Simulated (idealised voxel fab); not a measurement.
process module | voxel released beams
cross-section cut | 220 nm wide | cells 5 nm
A cross-section is a grid of square cells, given in bands from the top down. A band is one or more rows of cells.
Each band's line starts with the height of the band's top and of its bottom, in nm. Then come its materials from left to right, each with its width in nm. One material with "throughout" fills the band from edge to edge. "air" is empty space.
Height 0 is the level under which the wafer as received is all one material. The lowest band goes on downwards, as in "0 down".
A width such as "30 to 40" changes by the same amount from each row of cells to the next, from the band's top row to its bottom row.
"no change" after a step means that no cell of the cross-section changed.
closed voids: empty space of 8 cells or more with no open way to the top, each as width x height at its distance from the left edge, in nm
after a step's settings: what the simulator itself notes on the step
overlay nm, on a step with a mask: how far to the right of its planned place the mask lay; to the left if negative
plan
1 op RECEIVE | material Si
2 op CONFORMAL_DEP | material SiN | thk nm 5
3 op DIRECTIONAL_DEP | material SiO2 | thk nm 20
4 op PATTERN | tone open | mask id ANCHOR | material resist | width nm 30 | thk nm 15 | overlay nm 0
5 op DIRECTIONAL_ETCH | etch materials SiO2 | depth nm 20
6 op STRIP | etch materials resist
7 op CONFORMAL_DEP | material polySi | thk nm 10
8 op PATTERN | tone cover | mask id BEAM | material resist | width nm 95 | thk nm 15 | overlay nm 0
9 op DIRECTIONAL_ETCH | etch materials polySi | depth nm 10
10 op STRIP | etch materials resist
11 op STRIP | etch materials SiO2
as received, after step 1
  0 down: Si throughout
  closed voids: none
a wafer at the end: this start, this plan, one mistake
  35 to 25: air 60 | polySi 25 | air 10 | polySi 60 | air 65
  25 to 15: air 75 | polySi 10 | air 10 | polySi 10 | air 115
  15 to 5: air 75 | polySi 30 | air 115
  5 to 0: SiN throughout
  0 down: Si throughout
  closed voids: none
what went wrong: step 4 ran as: op PATTERN | tone open | mask id ANCHOR | material resist | width nm 30 | thk nm 15 | overlay nm 10
